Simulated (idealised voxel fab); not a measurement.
process module | voxel wiring stack
cross-section cut | 260 nm wide | cells 5 nm
A cross-section is a grid of square cells, given in bands from the top down. A band is one or more rows of cells.
Each band's line starts with the height of the band's top and of its bottom, in nm. Then come its materials from left to right, each with its width in nm. One material with "throughout" fills the band from edge to edge. "air" is empty space.
Height 0 is the level under which the wafer as received is all one material. The lowest band goes on downwards, as in "0 down".
A width such as "30 to 40" changes by the same amount from each row of cells to the next, from the band's top row to its bottom row.
"no change" after a step means that no cell of the cross-section changed.
closed voids: empty space of 8 cells or more with no open way to the top, each as width x height at its distance from the left edge, in nm
after a step's settings: what the simulator itself notes on the step
overlay nm, on a step with a mask: how far to the right of its planned place the mask lay; to the left if negative
plan
1 op RECEIVE | material Si
2 op CONFORMAL_DEP | material SiO2 | thk nm 10
3 op CONFORMAL_DEP | material SiN | thk nm 5
4 op DIRECTIONAL_DEP | material lowk | thk nm 20
5 op PATTERN | tone open | mask id METAL_1 | material resist | width nm 20 | pitch nm 40 | thk nm 15 | overlay nm 0
6 op DIRECTIONAL_ETCH | etch materials lowk | depth nm 20
7 op DIRECTIONAL_ETCH | etch materials SiN | depth nm 5
8 op STRIP | etch materials resist
9 op CONFORMAL_DEP | material TiN | thk nm 5
10 op FILL_DEP | material Cu | thk nm 10
11 op CMP | height nm 35
12 op EPI | material Ru | thk nm 5
13 op FILL_DEP | material SiCN | thk nm 5
14 op DIRECTIONAL_DEP | material SiO2 | thk nm 15
15 op MASKED_ETCH | tone open | mask id PLUG_1 | width nm 15 | pitch nm 40 | etch materials SiO2 | depth nm 15 | overlay nm 0
16 op MASKED_ETCH | tone open | mask id PLUG_1 | width nm 15 | pitch nm 40 | etch materials SiCN | depth nm 5 | overlay nm 0
17 op EPI | material Ru | thk nm 10
18 op EPI | material Ru | thk nm 10
19 op CONFORMAL_DEP | material SiN | thk nm 5
20 op DIRECTIONAL_DEP | material SiO2 | thk nm 25
21 op PATTERN | tone open | mask id METAL_2 | material resist | width nm 20 | pitch nm 40 | thk nm 15 | overlay nm 0
22 op DIRECTIONAL_ETCH | etch materials SiO2 | depth nm 25
23 op DIRECTIONAL_ETCH | etch materials SiN | depth nm 5
24 op STRIP | etch materials resist
25 op CONFORMAL_DEP | material TiN | thk nm 5
26 op FILL_DEP | material W | thk nm 5
27 op CMP | height nm 90
28 op EPI | material Ru | thk nm 5
29 op FILL_DEP | material SiCN | thk nm 5
30 op DIRECTIONAL_DEP | material lowk | thk nm 35
31 op MASKED_ETCH | tone open | mask id METAL_3 | width nm 20 | pitch nm 40 | etch materials lowk | depth nm 20 | overlay nm 0
32 op DIRECTIONAL_DEP | material aC | thk nm 15
33 op PATTERN | tone open | mask id METAL_3_HOLES | material resist | width nm 15 | pitch nm 80 | thk nm 35 | overlay nm 0
34 op DIRECTIONAL_ETCH | etch materials aC | depth nm 15
35 op STRIP | etch materials resist
36 op DIRECTIONAL_ETCH | etch materials lowk | depth nm 15
37 op DIRECTIONAL_ETCH | etch materials SiCN | depth nm 5
38 op STRIP | etch materials aC
39 op CONFORMAL_DEP | material TiN | thk nm 5
40 op FILL_DEP | material Ru | thk nm 10
41 op CMP | height nm 135
42 op CONFORMAL_DEP | material SiCN | thk nm 5
first wafer, as planned
as received, after step 1
  0 down: Si throughout
  closed voids: none
after step 2
  10 to 0: SiO2 throughout
  below 0: unchanged
after step 3
  15 to 10: SiN throughout
  below 10: unchanged
after step 4
  35 to 15: lowk throughout
  below 15: unchanged
after step 5
  50 to 35: resist 60 | air 20 | resist 20 | air 20 | resist 20 | air 20 | resist 20 | air 20 | resist 60
  below 35: unchanged
after step 6
  50 to 35: resist 60 | air 20 | resist 20 | air 20 | resist 20 | air 20 | resist 20 | air 20 | resist 60
  35 to 15: lowk 60 | air 20 | lowk 20 | air 20 | lowk 20 | air 20 | lowk 20 | air 20 | lowk 60
  below 15: unchanged
after step 7
  50 to 35: resist 60 | air 20 | resist 20 | air 20 | resist 20 | air 20 | resist 20 | air 20 | resist 60
  35 to 15: lowk 60 | air 20 | lowk 20 | air 20 | lowk 20 | air 20 | lowk 20 | air 20 | lowk 60
  15 to 10: SiN 60 | air 20 | SiN 20 | air 20 | SiN 20 | air 20 | SiN 20 | air 20 | SiN 60
  below 10: unchanged
after step 8
  35 to 15: lowk 60 | air 20 | lowk 20 | air 20 | lowk 20 | air 20 | lowk 20 | air 20 | lowk 60
  below 15: unchanged
after step 9
  40 to 35: TiN 65 | air 10 | TiN 30 | air 10 | TiN 30 | air 10 | TiN 30 | air 10 | TiN 65
  35 to 15: lowk 60 | TiN 5 | air 10 | TiN 5 | lowk 20 | TiN 5 | air 10 | TiN 5 | lowk 20 | TiN 5 | air 10 | TiN 5 | lowk 20 | TiN 5 | air 10 | TiN 5 | lowk 60
  15 to 10: SiN 60 | TiN 20 | SiN 20 | TiN 20 | SiN 20 | TiN 20 | SiN 20 | TiN 20 | SiN 60
  below 10: unchanged
after step 10
  50 to 40: Cu throughout
  40 to 35: TiN 65 | Cu 10 | TiN 30 | Cu 10 | TiN 30 | Cu 10 | TiN 30 | Cu 10 | TiN 65
  35 to 15: lowk 60 | TiN 5 | Cu 10 | TiN 5 | lowk 20 | TiN 5 | Cu 10 | TiN 5 | lowk 20 | TiN 5 | Cu 10 | TiN 5 | lowk 20 | TiN 5 | Cu 10 | TiN 5 | lowk 60
  below 15: unchanged
after step 11
  35 to 15: lowk 60 | TiN 5 | Cu 10 | TiN 5 | lowk 20 | TiN 5 | Cu 10 | TiN 5 | lowk 20 | TiN 5 | Cu 10 | TiN 5 | lowk 20 | TiN 5 | Cu 10 | TiN 5 | lowk 60
  below 15: unchanged
after step 12
  40 to 35: air 55 | Ru 30 | air 10 | Ru 30 | air 10 | Ru 30 | air 10 | Ru 30 | air 55
  below 35: unchanged
after step 13
  45 to 40: SiCN throughout
  40 to 35: SiCN 55 | Ru 30 | SiCN 10 | Ru 30 | SiCN 10 | Ru 30 | SiCN 10 | Ru 30 | SiCN 55
  below 35: unchanged
after step 14
  60 to 45: SiO2 throughout
  below 45: unchanged
after step 15
  60 to 45: SiO2 60 | air 15 | SiO2 25 | air 15 | SiO2 25 | air 15 | SiO2 25 | air 15 | SiO2 65
  below 45: unchanged
after step 16
  60 to 45: SiO2 60 | air 15 | SiO2 25 | air 15 | SiO2 25 | air 15 | SiO2 25 | air 15 | SiO2 65
  45 to 40: SiCN 60 | air 15 | SiCN 25 | air 15 | SiCN 25 | air 15 | SiCN 25 | air 15 | SiCN 65
  below 40: unchanged
after step 17
  60 to 50: SiO2 60 | air 15 | SiO2 25 | air 15 | SiO2 25 | air 15 | SiO2 25 | air 15 | SiO2 65
  50 to 45: SiO2 60 | Ru 15 | SiO2 25 | Ru 15 | SiO2 25 | Ru 15 | SiO2 25 | Ru 15 | SiO2 65
  45 to 35: SiCN 60 to 55 | Ru 15 to 30 | SiCN 25 to 10 | Ru 15 to 30 | SiCN 25 to 10 | Ru 15 to 30 | SiCN 25 to 10 | Ru 15 to 30 | SiCN 65 to 55
  below 35: unchanged
after step 18
  60 to 45: SiO2 60 | Ru 15 | SiO2 25 | Ru 15 | SiO2 25 | Ru 15 | SiO2 25 | Ru 15 | SiO2 65
  below 45: unchanged
after step 19
  65 to 60: SiN throughout
  below 60: unchanged
after step 20
  90 to 65: SiO2 throughout
  below 65: unchanged
after step 21
  105 to 90: resist 60 | air 20 | resist 20 | air 20 | resist 20 | air 20 | resist 20 | air 20 | resist 60
  below 90: unchanged
after step 22
  105 to 90: resist 60 | air 20 | resist 20 | air 20 | resist 20 | air 20 | resist 20 | air 20 | resist 60
  90 to 65: SiO2 60 | air 20 | SiO2 20 | air 20 | SiO2 20 | air 20 | SiO2 20 | air 20 | SiO2 60
  below 65: unchanged
after step 23
  105 to 90: resist 60 | air 20 | resist 20 | air 20 | resist 20 | air 20 | resist 20 | air 20 | resist 60
  90 to 65: SiO2 60 | air 20 | SiO2 20 | air 20 | SiO2 20 | air 20 | SiO2 20 | air 20 | SiO2 60
  65 to 60: SiN 60 | air 20 | SiN 20 | air 20 | SiN 20 | air 20 | SiN 20 | air 20 | SiN 60
  below 60: unchanged
after step 24
  90 to 65: SiO2 60 | air 20 | SiO2 20 | air 20 | SiO2 20 | air 20 | SiO2 20 | air 20 | SiO2 60
  below 65: unchanged
after step 25
  95 to 90: TiN 65 | air 10 | TiN 30 | air 10 | TiN 30 | air 10 | TiN 30 | air 10 | TiN 65
  90 to 65: SiO2 60 | TiN 5 | air 10 | TiN 5 | SiO2 20 | TiN 5 | air 10 | TiN 5 | SiO2 20 | TiN 5 | air 10 | TiN 5 | SiO2 20 | TiN 5 | air 10 | TiN 5 | SiO2 60
  65 to 60: SiN 60 | TiN 20 | SiN 20 | TiN 20 | SiN 20 | TiN 20 | SiN 20 | TiN 20 | SiN 60
  below 60: unchanged
after step 26
  100 to 95: W throughout
  95 to 90: TiN 65 | W 10 | TiN 30 | W 10 | TiN 30 | W 10 | TiN 30 | W 10 | TiN 65
  90 to 65: SiO2 60 | TiN 5 | W 10 | TiN 5 | SiO2 20 | TiN 5 | W 10 | TiN 5 | SiO2 20 | TiN 5 | W 10 | TiN 5 | SiO2 20 | TiN 5 | W 10 | TiN 5 | SiO2 60
  below 65: unchanged
after step 27
  90 to 65: SiO2 60 | TiN 5 | W 10 | TiN 5 | SiO2 20 | TiN 5 | W 10 | TiN 5 | SiO2 20 | TiN 5 | W 10 | TiN 5 | SiO2 20 | TiN 5 | W 10 | TiN 5 | SiO2 60
  below 65: unchanged
after step 28
  95 to 90: air 55 | Ru 30 | air 10 | Ru 30 | air 10 | Ru 30 | air 10 | Ru 30 | air 55
  below 90: unchanged
after step 29
  100 to 95: SiCN throughout
  95 to 90: SiCN 55 | Ru 30 | SiCN 10 | Ru 30 | SiCN 10 | Ru 30 | SiCN 10 | Ru 30 | SiCN 55
  below 90: unchanged
after step 30
  135 to 100: lowk throughout
  below 100: unchanged
after step 31
  135 to 115: lowk 60 | air 20 | lowk 20 | air 20 | lowk 20 | air 20 | lowk 20 | air 20 | lowk 60
  below 115: unchanged
after step 32
  150 to 135: aC 60 | air 20 | aC 20 | air 20 | aC 20 | air 20 | aC 20 | air 20 | aC 60
  135 to 130: lowk 60 | air 20 | lowk 20 | air 20 | lowk 20 | air 20 | lowk 20 | air 20 | lowk 60
  130 to 115: lowk 60 | aC 20 | lowk 20 | aC 20 | lowk 20 | aC 20 | lowk 20 | aC 20 | lowk 60
  below 115: unchanged
after step 33
  185 to 150: resist 60 | air 15 | resist 65 | air 15 | resist 105
  150 to 135: aC 60 | air 15 | resist 5 | aC 20 | resist 20 | aC 20 | air 15 | resist 5 | aC 20 | resist 20 | aC 60
  135 to 130: lowk 60 | air 15 | resist 5 | lowk 20 | resist 20 | lowk 20 | air 15 | resist 5 | lowk 20 | resist 20 | lowk 60
  below 130: unchanged
after step 34
  170 to 150: resist 60 | air 15 | resist 65 | air 15 | resist 105
  150 to 135: aC 60 | air 15 | resist 5 | aC 20 | resist 20 | aC 20 | air 15 | resist 5 | aC 20 | resist 20 | aC 60
  135 to 130: lowk 60 | air 15 | resist 5 | lowk 20 | resist 20 | lowk 20 | air 15 | resist 5 | lowk 20 | resist 20 | lowk 60
  130 to 115: lowk 60 | air 15 | aC 5 | lowk 20 | aC 20 | lowk 20 | air 15 | aC 5 | lowk 20 | aC 20 | lowk 60
  below 115: unchanged
after step 35
  150 to 135: aC 60 | air 20 | aC 20 | air 20 | aC 20 | air 20 | aC 20 | air 20 | aC 60
  135 to 130: lowk 60 | air 20 | lowk 20 | air 20 | lowk 20 | air 20 | lowk 20 | air 20 | lowk 60
  below 130: unchanged
after step 36
  150 to 135: aC 60 | air 20 | aC 20 | air 20 | aC 20 | air 20 | aC 20 | air 20 | aC 60
  135 to 130: lowk 60 | air 20 | lowk 20 | air 20 | lowk 20 | air 20 | lowk 20 | air 20 | lowk 60
  130 to 115: lowk 60 | air 15 | aC 5 | lowk 20 | aC 20 | lowk 20 | air 15 | aC 5 | lowk 20 | aC 20 | lowk 60
  115 to 100: lowk 60 | air 15 | lowk 65 | air 15 | lowk 105
  below 100: unchanged
after step 37
  150 to 135: aC 60 | air 20 | aC 20 | air 20 | aC 20 | air 20 | aC 20 | air 20 | aC 60
  135 to 130: lowk 60 | air 20 | lowk 20 | air 20 | lowk 20 | air 20 | lowk 20 | air 20 | lowk 60
  130 to 115: lowk 60 | air 15 | aC 5 | lowk 20 | aC 20 | lowk 20 | air 15 | aC 5 | lowk 20 | aC 20 | lowk 60
  115 to 100: lowk 60 | air 15 | lowk 65 | air 15 | lowk 105
  100 to 95: SiCN 60 | air 15 | SiCN 65 | air 15 | SiCN 105
  below 95: unchanged
after step 38
  135 to 115: lowk 60 | air 20 | lowk 20 | air 20 | lowk 20 | air 20 | lowk 20 | air 20 | lowk 60
  below 115: unchanged
after step 39
  140 to 135: TiN 65 | air 10 | TiN 30 | air 10 | TiN 30 | air 10 | TiN 30 | air 10 | TiN 65
  135 to 120: lowk 60 | TiN 5 | air 10 | TiN 5 | lowk 20 | TiN 5 | air 10 | TiN 5 | lowk 20 | TiN 5 | air 10 | TiN 5 | lowk 20 | TiN 5 | air 10 | TiN 5 | lowk 60
  120 to 115: lowk 60 | TiN 5 | air 5 | TiN 10 | lowk 20 | TiN 20 | lowk 20 | TiN 5 | air 5 | TiN 10 | lowk 20 | TiN 20 | lowk 60
  115 to 100: lowk 60 | TiN 5 | air 5 | TiN 5 | lowk 65 | TiN 5 | air 5 | TiN 5 | lowk 105
  100 to 95: SiCN 60 | TiN 15 | SiCN 65 | TiN 15 | SiCN 105
  below 95: unchanged
after step 40
  150 to 140: Ru throughout
  140 to 135: TiN 65 | Ru 10 | TiN 30 | Ru 10 | TiN 30 | Ru 10 | TiN 30 | Ru 10 | TiN 65
  135 to 120: lowk 60 | TiN 5 | Ru 10 | TiN 5 | lowk 20 | TiN 5 | Ru 10 | TiN 5 | lowk 20 | TiN 5 | Ru 10 | TiN 5 | lowk 20 | TiN 5 | Ru 10 | TiN 5 | lowk 60
  120 to 115: lowk 60 | TiN 5 | Ru 5 | TiN 10 | lowk 20 | TiN 20 | lowk 20 | TiN 5 | Ru 5 | TiN 10 | lowk 20 | TiN 20 | lowk 60
  115 to 100: lowk 60 | TiN 5 | Ru 5 | TiN 5 | lowk 65 | TiN 5 | Ru 5 | TiN 5 | lowk 105
  below 100: unchanged
after step 41
  135 to 120: lowk 60 | TiN 5 | Ru 10 | TiN 5 | lowk 20 | TiN 5 | Ru 10 | TiN 5 | lowk 20 | TiN 5 | Ru 10 | TiN 5 | lowk 20 | TiN 5 | Ru 10 | TiN 5 | lowk 60
  below 120: unchanged
after step 42
  140 to 135: SiCN throughout
  below 135: unchanged
second wafer: like start, like plan, one mistake. Through step 24 it matches the first wafer
when step 25 should have ended
  95 to 65: SiO2 65 | air 10 | SiO2 30 | air 10 | SiO2 30 | air 10 | SiO2 30 | air 10 | SiO2 65
  65 to 60: SiN 60 | SiO2 20 | SiN 20 | SiO2 20 | SiN 20 | SiO2 20 | SiN 20 | SiO2 20 | SiN 60
  below 60: unchanged
when step 26 should have ended
  100 to 95: W throughout
  95 to 65: SiO2 65 | W 10 | SiO2 30 | W 10 | SiO2 30 | W 10 | SiO2 30 | W 10 | SiO2 65
  below 65: unchanged
when step 27 should have ended
  90 to 65: SiO2 65 | W 10 | SiO2 30 | W 10 | SiO2 30 | W 10 | SiO2 30 | W 10 | SiO2 65
  below 65: unchanged
when step 28 should have ended
  95 to 90: air 60 | Ru 20 | air 20 | Ru 20 | air 20 | Ru 20 | air 20 | Ru 20 | air 60
  below 90: unchanged
when step 29 should have ended
  100 to 95: SiCN throughout
  95 to 90: SiCN 60 | Ru 20 | SiCN 20 | Ru 20 | SiCN 20 | Ru 20 | SiCN 20 | Ru 20 | SiCN 60
  below 90: unchanged
when step 30 should have ended
  135 to 100: lowk throughout
  below 100: unchanged
when step 31 should have ended
  135 to 115: lowk 60 | air 20 | lowk 20 | air 20 | lowk 20 | air 20 | lowk 20 | air 20 | lowk 60
  below 115: unchanged
when step 32 should have ended
  150 to 135: aC 60 | air 20 | aC 20 | air 20 | aC 20 | air 20 | aC 20 | air 20 | aC 60
  135 to 130: lowk 60 | air 20 | lowk 20 | air 20 | lowk 20 | air 20 | lowk 20 | air 20 | lowk 60
  130 to 115: lowk 60 | aC 20 | lowk 20 | aC 20 | lowk 20 | aC 20 | lowk 20 | aC 20 | lowk 60
  below 115: unchanged
when step 33 should have ended
  185 to 150: resist 60 | air 15 | resist 65 | air 15 | resist 105
  150 to 135: aC 60 | air 15 | resist 5 | aC 20 | resist 20 | aC 20 | air 15 | resist 5 | aC 20 | resist 20 | aC 60
  135 to 130: lowk 60 | air 15 | resist 5 | lowk 20 | resist 20 | lowk 20 | air 15 | resist 5 | lowk 20 | resist 20 | lowk 60
  below 130: unchanged
when step 34 should have ended
  170 to 150: resist 60 | air 15 | resist 65 | air 15 | resist 105
  150 to 135: aC 60 | air 15 | resist 5 | aC 20 | resist 20 | aC 20 | air 15 | resist 5 | aC 20 | resist 20 | aC 60
  135 to 130: lowk 60 | air 15 | resist 5 | lowk 20 | resist 20 | lowk 20 | air 15 | resist 5 | lowk 20 | resist 20 | lowk 60
  130 to 115: lowk 60 | air 15 | aC 5 | lowk 20 | aC 20 | lowk 20 | air 15 | aC 5 | lowk 20 | aC 20 | lowk 60
  below 115: unchanged
when step 35 should have ended
  150 to 135: aC 60 | air 20 | aC 20 | air 20 | aC 20 | air 20 | aC 20 | air 20 | aC 60
  135 to 130: lowk 60 | air 20 | lowk 20 | air 20 | lowk 20 | air 20 | lowk 20 | air 20 | lowk 60
  below 130: unchanged
when step 36 should have ended
  150 to 135: aC 60 | air 20 | aC 20 | air 20 | aC 20 | air 20 | aC 20 | air 20 | aC 60
  135 to 130: lowk 60 | air 20 | lowk 20 | air 20 | lowk 20 | air 20 | lowk 20 | air 20 | lowk 60
  130 to 115: lowk 60 | air 15 | aC 5 | lowk 20 | aC 20 | lowk 20 | air 15 | aC 5 | lowk 20 | aC 20 | lowk 60
  115 to 100: lowk 60 | air 15 | lowk 65 | air 15 | lowk 105
  below 100: unchanged
when step 37 should have ended
  150 to 135: aC 60 | air 20 | aC 20 | air 20 | aC 20 | air 20 | aC 20 | air 20 | aC 60
  135 to 130: lowk 60 | air 20 | lowk 20 | air 20 | lowk 20 | air 20 | lowk 20 | air 20 | lowk 60
  130 to 115: lowk 60 | air 15 | aC 5 | lowk 20 | aC 20 | lowk 20 | air 15 | aC 5 | lowk 20 | aC 20 | lowk 60
  115 to 100: lowk 60 | air 15 | lowk 65 | air 15 | lowk 105
  100 to 95: SiCN 60 | air 15 | SiCN 65 | air 15 | SiCN 105
  below 95: unchanged
when step 38 should have ended
  135 to 115: lowk 60 | air 20 | lowk 20 | air 20 | lowk 20 | air 20 | lowk 20 | air 20 | lowk 60
  below 115: unchanged
when step 39 should have ended
  140 to 135: TiN 65 | air 10 | TiN 30 | air 10 | TiN 30 | air 10 | TiN 30 | air 10 | TiN 65
  135 to 120: lowk 60 | TiN 5 | air 10 | TiN 5 | lowk 20 | TiN 5 | air 10 | TiN 5 | lowk 20 | TiN 5 | air 10 | TiN 5 | lowk 20 | TiN 5 | air 10 | TiN 5 | lowk 60
  120 to 115: lowk 60 | TiN 5 | air 5 | TiN 10 | lowk 20 | TiN 20 | lowk 20 | TiN 5 | air 5 | TiN 10 | lowk 20 | TiN 20 | lowk 60
  115 to 100: lowk 60 | TiN 5 | air 5 | TiN 5 | lowk 65 | TiN 5 | air 5 | TiN 5 | lowk 105
  100 to 95: SiCN 60 | TiN 15 | SiCN 65 | TiN 15 | SiCN 105
  below 95: unchanged
when step 40 should have ended
  150 to 140: Ru throughout
  140 to 135: TiN 65 | Ru 10 | TiN 30 | Ru 10 | TiN 30 | Ru 10 | TiN 30 | Ru 10 | TiN 65
  135 to 120: lowk 60 | TiN 5 | Ru 10 | TiN 5 | lowk 20 | TiN 5 | Ru 10 | TiN 5 | lowk 20 | TiN 5 | Ru 10 | TiN 5 | lowk 20 | TiN 5 | Ru 10 | TiN 5 | lowk 60
  120 to 115: lowk 60 | TiN 5 | Ru 5 | TiN 10 | lowk 20 | TiN 20 | lowk 20 | TiN 5 | Ru 5 | TiN 10 | lowk 20 | TiN 20 | lowk 60
  115 to 100: lowk 60 | TiN 5 | Ru 5 | TiN 5 | lowk 65 | TiN 5 | Ru 5 | TiN 5 | lowk 105
  below 100: unchanged
when step 41 should have ended
  135 to 120: lowk 60 | TiN 5 | Ru 10 | TiN 5 | lowk 20 | TiN 5 | Ru 10 | TiN 5 | lowk 20 | TiN 5 | Ru 10 | TiN 5 | lowk 20 | TiN 5 | Ru 10 | TiN 5 | lowk 60
  below 120: unchanged
when step 42 should have ended
  140 to 135: SiCN throughout
  below 135: unchanged
what went wrong: step 25 ran as: op CONFORMAL_DEP | material SiO2 | thk nm 5
at the end the second wafer has, in cells: 8 fewer of Ru | 8 more of SiCN | 56 more of SiO2 | 56 fewer of TiN
